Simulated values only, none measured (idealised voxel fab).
The process module that follows is named voxel fin reveal.
This is section cut - it's 275 nm across, gridded in 5 nm square cells.
We lay out every cross-section as a grid of square cells and spell it out in bands from the top down, where one band means one or more rows of cells.
It is stipulated that each band's entry specify, in nanometres, the height of the top of the band and then that of its bottom, followed by the materials of the band in left-to-right sequence, each together with its width in nanometres. A single material marked by the word "all across" is understood to fill the band from edge to edge; the word "blank" is understood to denote empty space.
The level at which height equals 0 is the one under which the wafer, as it arrives, is entirely one material. No lower edge exists for the bottom band, which continues downward and is notated as in "0..down".
The width entry "30..40" should be interpreted row by row: the top row of cells in the band takes the first number, the bottom row takes the second number, and the change between adjacent rows is uniform throughout.
Step note "nothing was modified" = no cross-section cell changed.
Entry "Listed closed voids". Content: empty spaces with no open connection to the top, size 8 cells or greater. Each: width x height at distance. Distance: from left edge. Unit: nm.
Read whatever lies past the settings on a step's line as the simulator's own remark about the step.
A step's line can hold "overlay nm"; with a mask on that step, the setting says how far right of the planned place the mask lay, while a negative setting says it lay to the left.
-- Process steps - plan
1. RECEIVE [material Si]
2. CONFORMAL_DEP [material SiN] [thk nm 5]
3. PATTERN [tone cover] [mask id FINS] [material resist] [width nm 15] [pitch nm 35] [thk nm 20] [overlay nm -15]
4. DIRECTIONAL_ETCH [etch materials SiN] [depth nm 5]
5. DIRECTIONAL_ETCH [etch materials Si] [depth nm 40]
6. STRIP [etch materials resist]
7. OXIDIZE [depth nm 5]
8. FILL_DEP [material SiO2] [thk nm 15]
9. CMP [height nm 5]
10. SELECTIVE_ETCH [etch materials SiO2] [depth nm 35]
11. STRIP [etch materials SiN]
Same starting wafers, different overlay nm at step 3. Plan value belongs to the first wafer.
-- Cross-section of the first incoming wafer of several, state after step 1
0..down: Si all across
Listed closed voids: none
-- Here is the cross-section of the first of several wafers at the end of the module, after its last step, step 11
0..-30: 100 nm blank / 5 nm Si / 30 nm blank / 5 nm Si / 135 nm blank
-30..-45: 100 nm SiO2 / 5 nm Si / 30 nm SiO2 / 5 nm Si / 135 nm SiO2
-45..down: Si all across
Listed closed voids: none
-- Cross-sectional view, end of module, last wafer of several
0..-30: 130 nm blank / 5 nm Si / 30 nm blank / 5 nm Si / 105 nm blank
-30..-45: 130 nm SiO2 / 5 nm Si / 30 nm SiO2 / 5 nm Si / 105 nm SiO2
-45..down: Si all across
Listed closed voids: none
-- Tabulated below, wafer by wafer, are the end-of-module results: for each material, the number of cells gained (+) or lost (-) relative to the as-received state, followed by the closed voids
overlay nm -15; -477 Si; +159 SiO2; Listed closed voids: none
overlay nm -10; -477 Si; +159 SiO2; Listed closed voids: none
overlay nm -5; -477 Si; +159 SiO2; Listed closed voids: none
overlay nm 0; -477 Si; +159 SiO2; Listed closed voids: none
overlay nm 5; -477 Si; +159 SiO2; Listed closed voids: none
overlay nm 10; -477 Si; +159 SiO2; Listed closed voids: none
overlay nm 15; -477 Si; +159 SiO2; Listed closed voids: none
